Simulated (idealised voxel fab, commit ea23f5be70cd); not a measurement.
process module | voxel gate over fins
cross-section cut | 280 nm wide | cells 5 nm
A cross-section is a grid of square cells, given in bands from the top down. A band is one or more rows of cells.
Each band's line starts with the height of the band's top and of its bottom, in nm. Then come its materials from left to right, each with its width in nm. One material with "throughout" fills the band from edge to edge. "air" is empty space.
Height 0 is the level under which the wafer as received is all one material. The lowest band goes on downwards, as in "0 down".
A width such as "30 to 40" changes by the same amount from each row of cells to the next, from the band's top row to its bottom row.
"no change" after a step means that no cell of the cross-section changed.
closed voids: empty space of 8 cells or more with no open way to the top, each as width x height at its distance from the left edge, in nm
after a step's settings: what the simulator itself notes on the step
overlay nm, on a step with a mask: how far to the right of its planned place the mask lay; to the left if negative
plan
1 op RECEIVE | material Si
2 op CONFORMAL_DEP | material SiN | thk nm 5
3 op PATTERN | tone cover | mask id FINS | material resist | width nm 15 | pitch nm 55 | thk nm 15 | overlay nm 0
4 op DIRECTIONAL_ETCH | etch materials SiN | depth nm 5
5 op DIRECTIONAL_ETCH | etch materials Si | depth nm 35
6 op STRIP | etch materials resist
7 op OXIDIZE | depth nm 5
8 op FILL_DEP | material SiO2 | thk nm 15
9 op CMP | height nm 5
10 op DIRECTIONAL_DEP | material aC | thk nm 10
11 op PATTERN | tone open | mask id RAIL | material resist | width nm 15 | thk nm 25 | overlay nm 0
12 op DIRECTIONAL_ETCH | etch materials aC | depth nm 10
13 op STRIP | etch materials resist
14 op DIRECTIONAL_ETCH | etch materials SiO2 | depth nm 35
15 op STRIP | etch materials aC
16 op CONFORMAL_DEP | material TiN | thk nm 5
17 op FILL_DEP | material W | thk nm 5
18 op CMP | height nm 5
19 op SELECTIVE_ETCH | etch materials W Ru TiN | depth nm 25
20 op FILL_DEP | material SiO2 | thk nm 5
21 op CMP | height nm 5
22 op SELECTIVE_ETCH | etch materials SiO2 | depth nm 15
23 op STRIP | etch materials SiN
24 op CONFORMAL_DEP | material HfO2 | thk nm 5
25 op CONFORMAL_DEP | material TiN | thk nm 5
26 op CONFORMAL_DEP | material TiAl | thk nm 5
27 op CONFORMAL_DEP | material TiN | thk nm 5
28 op FILL_DEP | material W | thk nm 15
29 op CMP | height nm 30
30 op CONFORMAL_DEP | material SiN | thk nm 5
as received, after step 1
  0 down: Si throughout
  closed voids: none
first wafer at the end, as planned
  35 to 30: SiN throughout
  30 to 20: W throughout
  20 to 15: W 60 | TiN 45 | W 10 | TiN 45 | W 10 | TiN 45 | W 65
  15 to 10: W 60 | TiN 5 | TiAl 35 | TiN 5 | W 10 | TiN 5 | TiAl 35 | TiN 5 | W 10 | TiN 5 | TiAl 35 | TiN 5 | W 65
  10 to 5: TiN 65 | TiAl 5 | TiN 25 | TiAl 5 | TiN 20 | TiAl 5 | TiN 25 | TiAl 5 | TiN 20 | TiAl 5 | TiN 25 | TiAl 5 | TiN 70
  5 to 0: TiAl 70 | TiN 5 | HfO2 15 | TiN 5 | TiAl 30 | TiN 5 | HfO2 15 | TiN 5 | TiAl 30 | TiN 5 | HfO2 15 | TiN 5 | TiAl 75
  0 to -5: TiN 75 | HfO2 5 | Si 5 | HfO2 5 | TiN 40 | HfO2 5 | Si 5 | HfO2 5 | TiN 40 | HfO2 5 | Si 5 | HfO2 5 | TiN 80
  -5 to -10: HfO2 80 | Si 5 | HfO2 50 | Si 5 | HfO2 50 | Si 5 | HfO2 85
  -10 to -20: SiO2 80 | Si 5 | SiO2 50 | Si 5 | SiO2 50 | Si 5 | SiO2 85
  -20 to -25: SiO2 80 | Si 5 | SiO2 15 | TiN 5 | W 5 | TiN 5 | SiO2 20 | Si 5 | SiO2 50 | Si 5 | SiO2 85
  -25 to -30: SiO2 80 | Si 5 | SiO2 15 | TiN 15 | SiO2 20 | Si 5 | SiO2 50 | Si 5 | SiO2 85
  -30 to -40: SiO2 80 | Si 5 | SiO2 50 | Si 5 | SiO2 50 | Si 5 | SiO2 85
  -40 down: Si throughout
  closed voids: none
second wafer at the end: like start, like plan, one mistake
  35 to 30: SiN throughout
  30 to 20: W throughout
  20 to 15: W 60 | TiN 45 | W 10 | TiN 45 | W 10 | TiN 45 | W 65
  15 to 10: W 60 | TiN 5 | TiAl 35 | TiN 5 | W 10 | TiN 5 | TiAl 35 | TiN 5 | W 10 | TiN 5 | TiAl 35 | TiN 5 | W 65
  10 to 5: TiN 65 | TiAl 5 | TiN 25 | TiAl 5 | TiN 20 | TiAl 5 | TiN 25 | TiAl 5 | TiN 20 | TiAl 5 | TiN 25 | TiAl 5 | TiN 70
  5 to 0: TiAl 70 | TiN 5 | HfO2 15 | TiN 5 | TiAl 30 | TiN 5 | HfO2 15 | TiN 5 | TiAl 30 | TiN 5 | HfO2 15 | TiN 5 | TiAl 75
  0 to -5: TiN 75 | HfO2 5 | Si 5 | HfO2 5 | TiN 40 | HfO2 5 | Si 5 | HfO2 5 | TiN 40 | HfO2 5 | Si 5 | HfO2 5 | TiN 80
  -5 to -10: HfO2 80 | Si 5 | HfO2 50 | Si 5 | HfO2 50 | Si 5 | HfO2 85
  -10 to -20: SiO2 80 | Si 5 | SiO2 50 | Si 5 | SiO2 50 | Si 5 | SiO2 85
  -20 to -25: SiO2 80 | Si 5 | SiO2 15 | TiN 5 | W 10 | TiN 5 | SiO2 15 | Si 5 | SiO2 50 | Si 5 | SiO2 85
  -25 to -30: SiO2 80 | Si 5 | SiO2 15 | TiN 20 | SiO2 15 | Si 5 | SiO2 50 | Si 5 | SiO2 85
  -30 to -40: SiO2 80 | Si 5 | SiO2 50 | Si 5 | SiO2 50 | Si 5 | SiO2 85
  -40 down: Si throughout
  closed voids: none
what went wrong: step 11 ran as: op PATTERN | tone open | mask id RAIL | material resist | width nm 20 | thk nm 25 | overlay nm 0
at the end the second wafer has, in cells: 2 fewer of SiO2 | 1 more of TiN | 1 more of W
